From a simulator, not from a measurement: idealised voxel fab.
The process module presented herein is designated voxel transistor to metal.
The figure presents cross-section cut, which has a width of 205 nm and is divided into square cells with an edge length of 5 nm.
Bands, listed from the top down, are how a cross-section gets written in this document; the cross-section itself is a grid of square cells, and a band is one or more rows of them. Heads up on the band format: heights come first, top then bottom, in nm. After that it's the materials left to right, each with its width in nm. A single material flagged "throughout" fills the whole band edge to edge, and "empty" means there's empty space there. For the purposes of this specification, 0 denotes the height below which the wafer in its as-received condition is composed wholly of one material, and the lowermost band, lacking a lower limit, extends downward without end, as expressed in "from 0 down". So if you see something like "30->40" for the width, read it as the top row of the band sitting at the first number and the bottom row at the second, with every row in between moving by the same amount as the last. The cross-section has no changed cell in any step marked "remained the same". Empty spaces counting at least 8 cells and having no open way to the top are listed in "Fully closed voids". The notation width x height at distance is used for each, the distance being from the left edge and all three values in nm. Step line, after settings: the simulator's comment on this step. overlay nm: right-of-plan distance of the mask on a masked step; negative values mean left-of-plan.
Here's what the planned process steps look like
1: RECEIVE (material Si)
2: CONFORMAL_DEP (material SiO2; thk nm 5)
3: CONFORMAL_DEP (material SiN; thk nm 10)
4: DIRECTIONAL_DEP (material aC; thk nm 10)
5: PATTERN (tone cover; mask id ACTIVE; material resist; width nm 120; thk nm 30; overlay nm 0)
6: DIRECTIONAL_ETCH (etch materials aC; depth nm 10)
7: STRIP (etch materials resist)
8: DIRECTIONAL_ETCH (etch materials SiN; depth nm 10)
9: DIRECTIONAL_ETCH (etch materials SiO2; depth nm 5)
10: DIRECTIONAL_ETCH (etch materials Si; depth nm 30)
11: STRIP (etch materials aC)
12: FILL_DEP (material SiO2; thk nm 10)
13: CMP (height nm 15)
14: SELECTIVE_ETCH (etch materials SiO2; depth nm 5)
15: STRIP (etch materials SiN)
16: SELECTIVE_ETCH (etch materials SiO2; depth nm 5)
17: OXIDIZE (depth nm 5)
18: DIRECTIONAL_DEP (material polySi; thk nm 30)
19: DIRECTIONAL_DEP (material SiCN; thk nm 15)
20: MASKED_ETCH (tone cover; mask id GATE; width nm 20; etch materials SiCN; depth nm 25; overlay nm 0)
21: MASKED_ETCH (tone cover; mask id GATE; width nm 20; etch materials polySi; depth nm 40; overlay nm 0)
22: CONFORMAL_DEP (material SiN; thk nm 5)
23: DIRECTIONAL_ETCH (etch materials SiN; depth nm 5)
24: DIRECTIONAL_ETCH (etch materials SiO2; depth nm 5)
25: DIRECTIONAL_ETCH (etch materials Si; depth nm 5)
26: EPI (material SiGe; thk nm 10)
27: FILL_DEP (material SiO2; thk nm 5)
28: CMP (height nm 45)
29: DIRECTIONAL_DEP (material SiO2; thk nm 10)
30: PATTERN (tone open; mask id CONTACT; material resist; width nm 20; pitch nm 80; thk nm 20; overlay nm 0)
31: DIRECTIONAL_ETCH (etch materials SiO2; depth nm 55)
32: STRIP (etch materials resist)
33: CONFORMAL_DEP (material TiN; thk nm 5)
34: FILL_DEP (material W; thk nm 10)
35: CMP (height nm 55)
36: DIRECTIONAL_DEP (material TiN; thk nm 5)
37: DIRECTIONAL_DEP (material W; thk nm 15)
38: DIRECTIONAL_DEP (material aC; thk nm 10)
39: PATTERN (tone cover; mask id METAL_1; material resist; width nm 20; pitch nm 80; thk nm 30; overlay nm 0)
40: DIRECTIONAL_ETCH (etch materials aC; depth nm 10)
41: STRIP (etch materials resist)
42: DIRECTIONAL_ETCH (etch materials W; depth nm 15)
43: DIRECTIONAL_ETCH (etch materials TiN; depth nm 5)
44: STRIP (etch materials aC)
45: CONFORMAL_DEP (material SiN; thk nm 5)
46: FILL_DEP (material SiO2; thk nm 10)
47: CMP (height nm 75)
48: CONFORMAL_DEP (material SiCN; thk nm 5)
49: DIRECTIONAL_DEP (material SiO2; thk nm 30)
50: MASKED_ETCH (tone open; mask id METAL_2_HOLES; width nm 15; pitch nm 80; etch materials SiO2; depth nm 30; overlay nm 0)
51: PATTERN (tone open; mask id METAL_2; material resist; width nm 20; pitch nm 80; thk nm 15; overlay nm 0)
52: DIRECTIONAL_ETCH (etch materials SiO2; depth nm 20)
53: DIRECTIONAL_ETCH (etch materials SiCN; depth nm 5)
54: STRIP (etch materials resist)
55: CONFORMAL_DEP (material TiN; thk nm 5)
56: FILL_DEP (material Cu; thk nm 5)
57: CMP (height nm 110)
58: CONFORMAL_DEP (material SiCN; thk nm 5)
First wafer, two in total, run as planned
Cross-sectional view of the wafer in its as-received condition, corresponding to the state after step 1
	from 0 down = Si throughout
	Fully closed voids: none
Presented here is a cross-section of the wafer after step 2 has been performed
	from 5 to 0 = SiO2 throughout
	Below a height of 0, the structure has not been altered.
Presented here is a cross-section of the wafer after step 3 has been performed
	from 15 to 5 = SiN throughout
	Below a height of 5, the structure has not been altered.
Presented here is a cross-section of the wafer after step 4 has been performed
	from 25 to 15 = aC throughout
	Below a height of 15, the structure has not been altered.
Presented here is a cross-section of the wafer after step 5 has been performed
	from 55 to 25 = empty 40 nm  resist 120 nm  empty 45 nm
	Below a height of 25, the structure has not been altered.
Presented here is a cross-section of the wafer after step 6 has been performed
	from 45 to 25 = empty 40 nm  resist 120 nm  empty 45 nm
	from 25 to 15 = empty 40 nm  aC 120 nm  empty 45 nm
	Below a height of 15, the structure has not been altered.
Presented here is a cross-section of the wafer after step 7 has been performed
	from 25 to 15 = empty 40 nm  aC 120 nm  empty 45 nm
	Below a height of 15, the structure has not been altered.
Presented here is a cross-section of the wafer after step 8 has been performed
	from 25 to 15 = empty 40 nm  aC 120 nm  empty 45 nm
	from 15 to 5 = empty 40 nm  SiN 120 nm  empty 45 nm
	Below a height of 5, the structure has not been altered.
Presented here is a cross-section of the wafer after step 9 has been performed
	from 25 to 15 = empty 40 nm  aC 120 nm  empty 45 nm
	from 15 to 5 = empty 40 nm  SiN 120 nm  empty 45 nm
	from 5 to 0 = empty 40 nm  SiO2 120 nm  empty 45 nm
	Below a height of 0, the structure has not been altered.
Presented here is a cross-section of the wafer after step 10 has been performed
	from 25 to 15 = empty 40 nm  aC 120 nm  empty 45 nm
	from 15 to 5 = empty 40 nm  SiN 120 nm  empty 45 nm
	from 5 to 0 = empty 40 nm  SiO2 120 nm  empty 45 nm
	from 0 to -30 = empty 40 nm  Si 120 nm  empty 45 nm
	Below a height of -30, the structure has not been altered.
Presented here is a cross-section of the wafer after step 11 has been performed
	from 15 to 5 = empty 40 nm  SiN 120 nm  empty 45 nm
	Below a height of 5, the structure has not been altered.
Presented here is a cross-section of the wafer after step 12 has been performed
	from 25 to 15 = SiO2 throughout
	from 15 to 5 = SiO2 40 nm  SiN 120 nm  SiO2 45 nm
	from 5 to 0 = SiO2 throughout
	from 0 to -30 = SiO2 40 nm  Si 120 nm  SiO2 45 nm
	Below a height of -30, the structure has not been altered.
Presented here is a cross-section of the wafer after step 13 has been performed
	from 15 to 5 = SiO2 40 nm  SiN 120 nm  SiO2 45 nm
	Below a height of 5, the structure has not been altered.
Presented here is a cross-section of the wafer after step 14 has been performed
	from 15 to 10 = empty 40 nm  SiN 120 nm  empty 45 nm
	Below a height of 10, the structure has not been altered.
Presented here is a cross-section of the wafer after step 15 has been performed
	from 10 to 5 = SiO2 40 nm  empty 120 nm  SiO2 45 nm
	Below a height of 5, the structure has not been altered.
Presented here is a cross-section of the wafer after step 16 has been performed
	from 5 to 0 = SiO2 35 nm  empty 130 nm  SiO2 40 nm
	Below a height of 0, the structure has not been altered.
Presented here is a cross-section of the wafer after step 17 has been performed
	from 5 to 0 = SiO2 35 nm  empty 130 nm  SiO2 40 nm
	from 0 to -5 = SiO2 throughout
	Below a height of -5, the structure has not been altered.
Presented here is a cross-section of the wafer after step 18 has been performed
	from 35 to 30 = polySi 35 nm  empty 130 nm  polySi 40 nm
	from 30 to 5 = polySi throughout
	from 5 to 0 = SiO2 35 nm  polySi 130 nm  SiO2 40 nm
	Below a height of 0, the structure has not been altered.
Presented here is a cross-section of the wafer after step 19 has been performed
	from 50 to 45 = SiCN 35 nm  empty 130 nm  SiCN 40 nm
	from 45 to 35 = SiCN throughout
	from 35 to 30 = polySi 35 nm  SiCN 130 nm  polySi 40 nm
	Below a height of 30, the structure has not been altered.
Presented here is a cross-section of the wafer after step 20 has been performed
	from 45 to 35 = empty 90 nm  SiCN 20 nm  empty 95 nm
	from 35 to 30 = polySi 35 nm  empty 55 nm  SiCN 20 nm  empty 55 nm  polySi 40 nm
	Below a height of 30, the structure has not been altered.
Presented here is a cross-section of the wafer after step 21 has been performed
	from 45 to 30 = empty 90 nm  SiCN 20 nm  empty 95 nm
	from 30 to 5 = empty 90 nm  polySi 20 nm  empty 95 nm
	from 5 to 0 = SiO2 35 nm  empty 55 nm  polySi 20 nm  empty 55 nm  SiO2 40 nm
	Below a height of 0, the structure has not been altered.
Presented here is a cross-section of the wafer after step 22 has been performed
	from 50 to 45 = empty 85 nm  SiN 30 nm  empty 90 nm
	from 45 to 30 = empty 85 nm  SiN 5 nm  SiCN 20 nm  SiN 5 nm  empty 90 nm
	from 30 to 10 = empty 85 nm  SiN 5 nm  polySi 20 nm  SiN 5 nm  empty 90 nm
	from 10 to 5 = SiN 40 nm  empty 45 nm  SiN 5 nm  polySi 20 nm  SiN 5 nm  empty 45 nm  SiN 45 nm
	from 5 to 0 = SiO2 35 nm  SiN 55 nm  polySi 20 nm  SiN 55 nm  SiO2 40 nm
	Below a height of 0, the structure has not been altered.
Presented here is a cross-section of the wafer after step 23 has been performed
	from 45 to 30 = empty 85 nm  SiN 5 nm  SiCN 20 nm  SiN 5 nm  empty 90 nm
	from 30 to 5 = empty 85 nm  SiN 5 nm  polySi 20 nm  SiN 5 nm  empty 90 nm
	from 5 to 0 = SiO2 35 nm  SiN 5 nm  empty 45 nm  SiN 5 nm  polySi 20 nm  SiN 5 nm  empty 45 nm  SiN 5 nm  SiO2 40 nm
	Below a height of 0, the structure has not been altered.
Presented here is a cross-section of the wafer after step 24 has been performed
	from 45 to 30 = empty 85 nm  SiN 5 nm  SiCN 20 nm  SiN 5 nm  empty 90 nm
	from 30 to 5 = empty 85 nm  SiN 5 nm  polySi 20 nm  SiN 5 nm  empty 90 nm
	from 5 to 0 = empty 35 nm  SiN 5 nm  empty 45 nm  SiN 5 nm  polySi 20 nm  SiN 5 nm  empty 45 nm  SiN 5 nm  empty 40 nm
	from 0 to -5 = SiO2 40 nm  empty 45 nm  SiO2 30 nm  empty 45 nm  SiO2 45 nm
	Below a height of -5, the structure has not been altered.
Presented here is a cross-section of the wafer after step 25 has been performed
	from 45 to 30 = empty 85 nm  SiN 5 nm  SiCN 20 nm  SiN 5 nm  empty 90 nm
	from 30 to 5 = empty 85 nm  SiN 5 nm  polySi 20 nm  SiN 5 nm  empty 90 nm
	from 5 to 0 = empty 35 nm  SiN 5 nm  empty 45 nm  SiN 5 nm  polySi 20 nm  SiN 5 nm  empty 45 nm  SiN 5 nm  empty 40 nm
	from 0 to -5 = SiO2 40 nm  empty 45 nm  SiO2 30 nm  empty 45 nm  SiO2 45 nm
	from -5 to -10 = SiO2 40 nm  empty 45 nm  Si 30 nm  empty 45 nm  SiO2 45 nm
	Below a height of -10, the structure has not been altered.
Presented here is a cross-section of the wafer after step 26 has been performed
	from 45 to 30 = empty 85 nm  SiN 5 nm  SiCN 20 nm  SiN 5 nm  empty 90 nm
	from 30 to 5 = empty 85 nm  SiN 5 nm  polySi 20 nm  SiN 5 nm  empty 90 nm
	from 5 to 0 = empty 35 nm  SiN 5 nm  empty 35 nm  SiGe 10 nm  SiN 5 nm  polySi 20 nm  SiN 5 nm  SiGe 10 nm  empty 35 nm  SiN 5 nm  empty 40 nm
	from 0 to -5 = SiO2 40 nm  SiGe 45 nm  SiO2 30 nm  SiGe 45 nm  SiO2 45 nm
	from -5 to -10 = SiO2 40 nm  SiGe 45 nm  Si 30 nm  SiGe 45 nm  SiO2 45 nm
	Below a height of -10, the structure has not been altered.
Presented here is a cross-section of the wafer after step 27 has been performed
	from 50 to 45 = SiO2 throughout
	from 45 to 30 = SiO2 85 nm  SiN 5 nm  SiCN 20 nm  SiN 5 nm  SiO2 90 nm
	from 30 to 5 = SiO2 85 nm  SiN 5 nm  polySi 20 nm  SiN 5 nm  SiO2 90 nm
	from 5 to 0 = SiO2 35 nm  SiN 5 nm  SiO2 35 nm  SiGe 10 nm  SiN 5 nm  polySi 20 nm  SiN 5 nm  SiGe 10 nm  SiO2 35 nm  SiN 5 nm  SiO2 40 nm
	Below a height of 0, the structure has not been altered.
Presented here is a cross-section of the wafer after step 28 has been performed
	from 45 to 30 = SiO2 85 nm  SiN 5 nm  SiCN 20 nm  SiN 5 nm  SiO2 90 nm
	Below a height of 30, the structure has not been altered.
Presented here is a cross-section of the wafer after step 29 has been performed
	from 55 to 45 = SiO2 throughout
	Below a height of 45, the structure has not been altered.
Presented here is a cross-section of the wafer after step 30 has been performed
	from 75 to 55 = resist 50 nm  empty 20 nm  resist 60 nm  empty 20 nm  resist 55 nm
	Below a height of 55, the structure has not been altered.
Presented here is a cross-section of the wafer after step 31 has been performed
	from 75 to 55 = resist 50 nm  empty 20 nm  resist 60 nm  empty 20 nm  resist 55 nm
	from 55 to 45 = SiO2 50 nm  empty 20 nm  SiO2 60 nm  empty 20 nm  SiO2 55 nm
	from 45 to 30 = SiO2 50 nm  empty 20 nm  SiO2 15 nm  SiN 5 nm  SiCN 20 nm  SiN 5 nm  SiO2 15 nm  empty 20 nm  SiO2 55 nm
	from 30 to 5 = SiO2 50 nm  empty 20 nm  SiO2 15 nm  SiN 5 nm  polySi 20 nm  SiN 5 nm  SiO2 15 nm  empty 20 nm  SiO2 55 nm
	from 5 to 0 = SiO2 35 nm  SiN 5 nm  SiO2 10 nm  empty 20 nm  SiO2 5 nm  SiGe 10 nm  SiN 5 nm  polySi 20 nm  SiN 5 nm  SiGe 10 nm  SiO2 5 nm  empty 20 nm  SiO2 10 nm  SiN 5 nm  SiO2 40 nm
	Below a height of 0, the structure has not been altered.
Presented here is a cross-section of the wafer after step 32 has been performed
	from 55 to 45 = SiO2 50 nm  empty 20 nm  SiO2 60 nm  empty 20 nm  SiO2 55 nm
	Below a height of 45, the structure has not been altered.
Presented here is a cross-section of the wafer after step 33 has been performed
	from 60 to 55 = TiN 55 nm  empty 10 nm  TiN 70 nm  empty 10 nm  TiN 60 nm
	from 55 to 45 = SiO2 50 nm  TiN 5 nm  empty 10 nm  TiN 5 nm  SiO2 60 nm  TiN 5 nm  empty 10 nm  TiN 5 nm  SiO2 55 nm
	from 45 to 30 = SiO2 50 nm  TiN 5 nm  empty 10 nm  TiN 5 nm  SiO2 15 nm  SiN 5 nm  SiCN 20 nm  SiN 5 nm  SiO2 15 nm  TiN 5 nm  empty 10 nm  TiN 5 nm  SiO2 55 nm
	from 30 to 5 = SiO2 50 nm  TiN 5 nm  empty 10 nm  TiN 5 nm  SiO2 15 nm  SiN 5 nm  polySi 20 nm  SiN 5 nm  SiO2 15 nm  TiN 5 nm  empty 10 nm  TiN 5 nm  SiO2 55 nm
	from 5 to 0 = SiO2 35 nm  SiN 5 nm  SiO2 10 nm  TiN 20 nm  SiO2 5 nm  SiGe 10 nm  SiN 5 nm  polySi 20 nm  SiN 5 nm  SiGe 10 nm  SiO2 5 nm  TiN 20 nm  SiO2 10 nm  SiN 5 nm  SiO2 40 nm
	Below a height of 0, the structure has not been altered.
Presented here is a cross-section of the wafer after step 34 has been performed
	from 70 to 60 = W throughout
	from 60 to 55 = TiN 55 nm  W 10 nm  TiN 70 nm  W 10 nm  TiN 60 nm
	from 55 to 45 = SiO2 50 nm  TiN 5 nm  W 10 nm  TiN 5 nm  SiO2 60 nm  TiN 5 nm  W 10 nm  TiN 5 nm  SiO2 55 nm
	from 45 to 30 = SiO2 50 nm  TiN 5 nm  W 10 nm  TiN 5 nm  SiO2 15 nm  SiN 5 nm  SiCN 20 nm  SiN 5 nm  SiO2 15 nm  TiN 5 nm  W 10 nm  TiN 5 nm  SiO2 55 nm
	from 30 to 5 = SiO2 50 nm  TiN 5 nm  W 10 nm  TiN 5 nm  SiO2 15 nm  SiN 5 nm  polySi 20 nm  SiN 5 nm  SiO2 15 nm  TiN 5 nm  W 10 nm  TiN 5 nm  SiO2 55 nm
	Below a height of 5, the structure has not been altered.
Presented here is a cross-section of the wafer after step 35 has been performed
	from 55 to 45 = SiO2 50 nm  TiN 5 nm  W 10 nm  TiN 5 nm  SiO2 60 nm  TiN 5 nm  W 10 nm  TiN 5 nm  SiO2 55 nm
	Below a height of 45, the structure has not been altered.
Presented here is a cross-section of the wafer after step 36 has been performed
	from 60 to 55 = TiN throughout
	Below a height of 55, the structure has not been altered.
Presented here is a cross-section of the wafer after step 37 has been performed
	from 75 to 60 = W throughout
	Below a height of 60, the structure has not been altered.
Presented here is a cross-section of the wafer after step 38 has been performed
	from 85 to 75 = aC throughout
	Below a height of 75, the structure has not been altered.
Presented here is a cross-section of the wafer after step 39 has been performed
	from 115 to 85 = empty 50 nm  resist 20 nm  empty 60 nm  resist 20 nm  empty 55 nm
	Below a height of 85, the structure has not been altered.
Presented here is a cross-section of the wafer after step 40 has been performed
	from 105 to 85 = empty 50 nm  resist 20 nm  empty 60 nm  resist 20 nm  empty 55 nm
	from 85 to 75 = empty 50 nm  aC 20 nm  empty 60 nm  aC 20 nm  empty 55 nm
	Below a height of 75, the structure has not been altered.
Presented here is a cross-section of the wafer after step 41 has been performed
	from 85 to 75 = empty 50 nm  aC 20 nm  empty 60 nm  aC 20 nm  empty 55 nm
	Below a height of 75, the structure has not been altered.
Presented here is a cross-section of the wafer after step 42 has been performed
	from 85 to 75 = empty 50 nm  aC 20 nm  empty 60 nm  aC 20 nm  empty 55 nm
	from 75 to 60 = empty 50 nm  W 20 nm  empty 60 nm  W 20 nm  empty 55 nm
	Below a height of 60, the structure has not been altered.
Presented here is a cross-section of the wafer after step 43 has been performed
	from 85 to 75 = empty 50 nm  aC 20 nm  empty 60 nm  aC 20 nm  empty 55 nm
	from 75 to 60 = empty 50 nm  W 20 nm  empty 60 nm  W 20 nm  empty 55 nm
	from 60 to 55 = empty 50 nm  TiN 20 nm  empty 60 nm  TiN 20 nm  empty 55 nm
	Below a height of 55, the structure has not been altered.
Presented here is a cross-section of the wafer after step 44 has been performed
	from 75 to 60 = empty 50 nm  W 20 nm  empty 60 nm  W 20 nm  empty 55 nm
	Below a height of 60, the structure has not been altered.
Presented here is a cross-section of the wafer after step 45 has been performed
	from 80 to 75 = empty 45 nm  SiN 30 nm  empty 50 nm  SiN 30 nm  empty 50 nm
	from 75 to 60 = empty 45 nm  SiN 5 nm  W 20 nm  SiN 5 nm  empty 50 nm  SiN 5 nm  W 20 nm  SiN 5 nm  empty 50 nm
	from 60 to 55 = SiN 50 nm  TiN 20 nm  SiN 60 nm  TiN 20 nm  SiN 55 nm
	Below a height of 55, the structure has not been altered.
Presented here is a cross-section of the wafer after step 46 has been performed
	from 90 to 80 = SiO2 throughout
	from 80 to 75 = SiO2 45 nm  SiN 30 nm  SiO2 50 nm  SiN 30 nm  SiO2 50 nm
	from 75 to 60 = SiO2 45 nm  SiN 5 nm  W 20 nm  SiN 5 nm  SiO2 50 nm  SiN 5 nm  W 20 nm  SiN 5 nm  SiO2 50 nm
	Below a height of 60, the structure has not been altered.
Presented here is a cross-section of the wafer after step 47 has been performed
	from 75 to 60 = SiO2 45 nm  SiN 5 nm  W 20 nm  SiN 5 nm  SiO2 50 nm  SiN 5 nm  W 20 nm  SiN 5 nm  SiO2 50 nm
	Below a height of 60, the structure has not been altered.
Presented here is a cross-section of the wafer after step 48 has been performed
	from 80 to 75 = SiCN throughout
	Below a height of 75, the structure has not been altered.
Presented here is a cross-section of the wafer after step 49 has been performed
	from 110 to 80 = SiO2 throughout
	Below a height of 80, the structure has not been altered.
Presented here is a cross-section of the wafer after step 50 has been performed
	from 110 to 80 = SiO2 50 nm  empty 15 nm  SiO2 65 nm  empty 15 nm  SiO2 60 nm
	Below a height of 80, the structure has not been altered.
Presented here is a cross-section of the wafer after step 51 has been performed
	from 125 to 110 = resist 50 nm  empty 20 nm  resist 60 nm  empty 20 nm  resist 55 nm
	Below a height of 110, the structure has not been altered.
Presented here is a cross-section of the wafer after step 52 has been performed
	from 125 to 110 = resist 50 nm  empty 20 nm  resist 60 nm  empty 20 nm  resist 55 nm
	from 110 to 90 = SiO2 50 nm  empty 20 nm  SiO2 60 nm  empty 20 nm  SiO2 55 nm
	Below a height of 90, the structure has not been altered.
Presented here is a cross-section of the wafer after step 53 has been performed
	from 125 to 110 = resist 50 nm  empty 20 nm  resist 60 nm  empty 20 nm  resist 55 nm
	from 110 to 90 = SiO2 50 nm  empty 20 nm  SiO2 60 nm  empty 20 nm  SiO2 55 nm
	from 90 to 80 = SiO2 50 nm  empty 15 nm  SiO2 65 nm  empty 15 nm  SiO2 60 nm
	from 80 to 75 = SiCN 50 nm  empty 15 nm  SiCN 65 nm  empty 15 nm  SiCN 60 nm
	Below a height of 75, the structure has not been altered.
Presented here is a cross-section of the wafer after step 54 has been performed
	from 110 to 90 = SiO2 50 nm  empty 20 nm  SiO2 60 nm  empty 20 nm  SiO2 55 nm
	Below a height of 90, the structure has not been altered.
Presented here is a cross-section of the wafer after step 55 has been performed
	from 115 to 110 = TiN 55 nm  empty 10 nm  TiN 70 nm  empty 10 nm  TiN 60 nm
	from 110 to 95 = SiO2 50 nm  TiN 5 nm  empty 10 nm  TiN 5 nm  SiO2 60 nm  TiN 5 nm  empty 10 nm  TiN 5 nm  SiO2 55 nm
	from 95 to 90 = SiO2 50 nm  TiN 5 nm  empty 5 nm  TiN 10 nm  SiO2 60 nm  TiN 5 nm  empty 5 nm  TiN 10 nm  SiO2 55 nm
	from 90 to 80 = SiO2 50 nm  TiN 5 nm  empty 5 nm  TiN 5 nm  SiO2 65 nm  TiN 5 nm  empty 5 nm  TiN 5 nm  SiO2 60 nm
	from 80 to 75 = SiCN 50 nm  TiN 15 nm  SiCN 65 nm  TiN 15 nm  SiCN 60 nm
	Below a height of 75, the structure has not been altered.
Presented here is a cross-section of the wafer after step 56 has been performed
	from 120 to 115 = Cu throughout
	from 115 to 110 = TiN 55 nm  Cu 10 nm  TiN 70 nm  Cu 10 nm  TiN 60 nm
	from 110 to 95 = SiO2 50 nm  TiN 5 nm  Cu 10 nm  TiN 5 nm  SiO2 60 nm  TiN 5 nm  Cu 10 nm  TiN 5 nm  SiO2 55 nm
	from 95 to 90 = SiO2 50 nm  TiN 5 nm  Cu 5 nm  TiN 10 nm  SiO2 60 nm  TiN 5 nm  Cu 5 nm  TiN 10 nm  SiO2 55 nm
	from 90 to 80 = SiO2 50 nm  TiN 5 nm  Cu 5 nm  TiN 5 nm  SiO2 65 nm  TiN 5 nm  Cu 5 nm  TiN 5 nm  SiO2 60 nm
	Below a height of 80, the structure has not been altered.
Presented here is a cross-section of the wafer after step 57 has been performed
	from 110 to 95 = SiO2 50 nm  TiN 5 nm  Cu 10 nm  TiN 5 nm  SiO2 60 nm  TiN 5 nm  Cu 10 nm  TiN 5 nm  SiO2 55 nm
	Below a height of 95, the structure has not been altered.
Presented here is a cross-section of the wafer after step 58 has been performed
	from 115 to 110 = SiCN throughout
	Below a height of 110, the structure has not been altered.
Wafer two. Same start, same plan, one slip in execution. Same as wafer one through step 50, inclusive
Planned end of step 51: second wafer, cross-section
	from 125 to 110 = resist 60 nm  empty 20 nm  resist 60 nm  empty 20 nm  resist 45 nm
	from 110 to 80 = SiO2 50 nm  resist 10 nm  empty 5 nm  SiO2 65 nm  resist 10 nm  empty 5 nm  SiO2 60 nm
	Below a height of 80, the structure has not been altered.
Planned end of step 52: second wafer, cross-section
	from 125 to 110 = resist 60 nm  empty 20 nm  resist 60 nm  empty 20 nm  resist 45 nm
	from 110 to 90 = SiO2 50 nm  resist 10 nm  empty 20 nm  SiO2 50 nm  resist 10 nm  empty 20 nm  SiO2 45 nm
	Below a height of 90, the structure has not been altered.
Planned end of step 53: second wafer, cross-section
	from 125 to 110 = resist 60 nm  empty 20 nm  resist 60 nm  empty 20 nm  resist 45 nm
	from 110 to 90 = SiO2 50 nm  resist 10 nm  empty 20 nm  SiO2 50 nm  resist 10 nm  empty 20 nm  SiO2 45 nm
	from 90 to 80 = SiO2 50 nm  resist 10 nm  empty 5 nm  SiO2 65 nm  resist 10 nm  empty 5 nm  SiO2 60 nm
	from 80 to 75 = SiCN 60 nm  empty 5 nm  SiCN 75 nm  empty 5 nm  SiCN 60 nm
	Below a height of 75, the structure has not been altered.
Planned end of step 54: second wafer, cross-section
	from 110 to 90 = SiO2 50 nm  empty 30 nm  SiO2 50 nm  empty 30 nm  SiO2 45 nm
	from 90 to 80 = SiO2 50 nm  empty 15 nm  SiO2 65 nm  empty 15 nm  SiO2 60 nm
	Below a height of 80, the structure has not been altered.
Planned end of step 55: second wafer, cross-section
	from 115 to 110 = TiN 55 nm  empty 20 nm  TiN 60 nm  empty 20 nm  TiN 50 nm
	from 110 to 95 = SiO2 50 nm  TiN 5 nm  empty 20 nm  TiN 5 nm  SiO2 50 nm  TiN 5 nm  empty 20 nm  TiN 5 nm  SiO2 45 nm
	from 95 to 85 = SiO2 50 nm  TiN 5 nm  empty 5 nm  TiN 20->5 nm  SiO2 50->65 nm  TiN 5 nm  empty 5 nm  TiN 20->5 nm  SiO2 45->60 nm
	from 85 to 80 = SiO2 50 nm  TiN 15 nm  SiO2 65 nm  TiN 15 nm  SiO2 60 nm
	from 80 to 75 = SiCN 60 nm  TiN 5 nm  SiCN 75 nm  TiN 5 nm  SiCN 60 nm
	Below a height of 75, the structure has not been altered.
Planned end of step 56: second wafer, cross-section
	from 120 to 115 = Cu throughout
	from 115 to 110 = TiN 55 nm  Cu 20 nm  TiN 60 nm  Cu 20 nm  TiN 50 nm
	from 110 to 95 = SiO2 50 nm  TiN 5 nm  Cu 20 nm  TiN 5 nm  SiO2 50 nm  TiN 5 nm  Cu 20 nm  TiN 5 nm  SiO2 45 nm
	from 95 to 85 = SiO2 50 nm  TiN 5 nm  Cu 5 nm  TiN 20->5 nm  SiO2 50->65 nm  TiN 5 nm  Cu 5 nm  TiN 20->5 nm  SiO2 45->60 nm
	Below a height of 85, the structure has not been altered.
Planned end of step 57: second wafer, cross-section
	from 110 to 95 = SiO2 50 nm  TiN 5 nm  Cu 20 nm  TiN 5 nm  SiO2 50 nm  TiN 5 nm  Cu 20 nm  TiN 5 nm  SiO2 45 nm
	Below a height of 95, the structure has not been altered.
Planned end of step 58: second wafer, cross-section
	from 115 to 110 = SiCN throughout
	Below a height of 110, the structure has not been altered.
Error vs. plan: step 51 went in with a setting other than planned; the actual run was PATTERN (tone open; mask id METAL_2; material resist; width nm 20; pitch nm 80; thk nm 15; overlay nm 10)
It is noted that, at the conclusion of processing, the second wafer exhibits a higher or lower cell count for certain materials relative to the first: Cu: 10 more | SiCN: 4 more | SiO2: 16 fewer | TiN: 2 more
